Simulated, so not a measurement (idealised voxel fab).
Process module in this document: voxel gate over fins
For reference, the cross-section in this document is cut, with width 195 nm and square cells of 5 nm.
Cross-section = grid of square cells, listed top down in bands; band = one or more rows.
Band: top height; bottom height; in nm. Then, left to right: material with width in nm, for each material. "everywhere": a single material spanning edge to edge. "blank": empty space.
Ref level 0: as-received wafer is one material below here. Bottom band extends down with no lower bound ("from 0 down").
Width "30 to 40": first value at the band's top row of cells, second value at its bottom row, equal change from row to row.
"nothing different" means the step left every cell of the cross-section as it was.
The label "Closed void catalog" introduces a list of the empty spaces, 8 cells or larger, that have no open way up to the top; each entry in it reads width x height at distance, where the distance is taken from the left edge and all three are stated in nm.
That trailing text on a step's line, after the settings, is the simulator's own remark on the step.
"overlay nm" on a masked step: distance the mask lay right of its planned place, negative for left.
Here's what the planned process steps look like
1. RECEIVE: material Si
2. CONFORMAL_DEP: material SiN, thk nm 5
3. DIRECTIONAL_DEP: material aC, thk nm 15
4. PATTERN: tone cover, mask id FINS, material resist, width nm 15, pitch nm 50, thk nm 35, overlay nm 0
5. DIRECTIONAL_ETCH: etch materials aC, depth nm 15
6. STRIP: etch materials resist
7. DIRECTIONAL_ETCH: etch materials SiN, depth nm 5
8. DIRECTIONAL_ETCH: etch materials Si, depth nm 40
9. STRIP: etch materials aC
10. FILL_DEP: material SiO2, thk nm 15
11. CMP: height nm 5
12. DIRECTIONAL_DEP: material aC, thk nm 15
13. PATTERN: tone open, mask id RAIL, material resist, width nm 15, thk nm 30, overlay nm 0
14. DIRECTIONAL_ETCH: etch materials aC, depth nm 15
15. STRIP: etch materials resist
16. DIRECTIONAL_ETCH: etch materials SiO2, depth nm 40
17. STRIP: etch materials aC
18. CONFORMAL_DEP: material TiN, thk nm 5
19. FILL_DEP: material W, thk nm 5
20. CMP: height nm 5
21. SELECTIVE_ETCH: etch materials W Ru TiN, depth nm 25
22. FILL_DEP: material SiO2, thk nm 5
23. CMP: height nm 5
24. SELECTIVE_ETCH: etch materials SiO2, depth nm 15
25. STRIP: etch materials SiN
26. CONFORMAL_DEP: material HfO2, thk nm 5
27. CONFORMAL_DEP: material TiN, thk nm 5
28. CONFORMAL_DEP: material TiAl, thk nm 5
29. CONFORMAL_DEP: material TiN, thk nm 5
30. FILL_DEP: material W, thk nm 10
31. CMP: height nm 25
32. CONFORMAL_DEP: material SiN, thk nm 10
Received-state cross-section, reflecting completion of step 1
	from 0 down: Si everywhere
	Closed void catalog: none
The module was run from the start shown above using the plan shown above, but one mistake was made doing it; the resulting wafer cross-section is below
	from 30 to 25: SiN everywhere
	from 25 to 20: W everywhere
	from 20 to 15: W=45, TiN=105, W=45
	from 15 to 10: W=45, TiN=5, TiAl=45, TiN=5, TiAl=45, TiN=5, W=45
	from 10 to 5: TiN=50, TiAl=5, TiN=35, TiAl=5, TiN=5, TiAl=5, TiN=35, TiAl=5, TiN=50
	from 5 to 0: TiAl=55, TiN=5, HfO2=25, TiN=5, TiAl=15, TiN=5, HfO2=25, TiN=5, TiAl=55
	from 0 to -5: TiN=60, HfO2=5, Si=15, HfO2=5, TiN=25, HfO2=5, Si=15, HfO2=5, TiN=60
	from -5 to -10: HfO2=65, Si=15, HfO2=35, Si=15, HfO2=65
	from -10 to -20: SiO2=65, Si=15, SiO2=35, Si=15, SiO2=65
	from -20 to -30: SiO2=65, Si=15, SiO2=10, TiN=5, W=5, TiN=5, SiO2=10, Si=15, SiO2=65
	from -30 to -35: SiO2=65, Si=15, SiO2=10, TiN=15, SiO2=10, Si=15, SiO2=65
	from -35 to -40: SiO2=65, Si=15, SiO2=35, Si=15, SiO2=65
	from -40 down: Si everywhere
	Closed void catalog: none
Heads up, the wafer didn't run the way we planned it: step 32 ran as: CONFORMAL_DEP: material SiN, thk nm 5
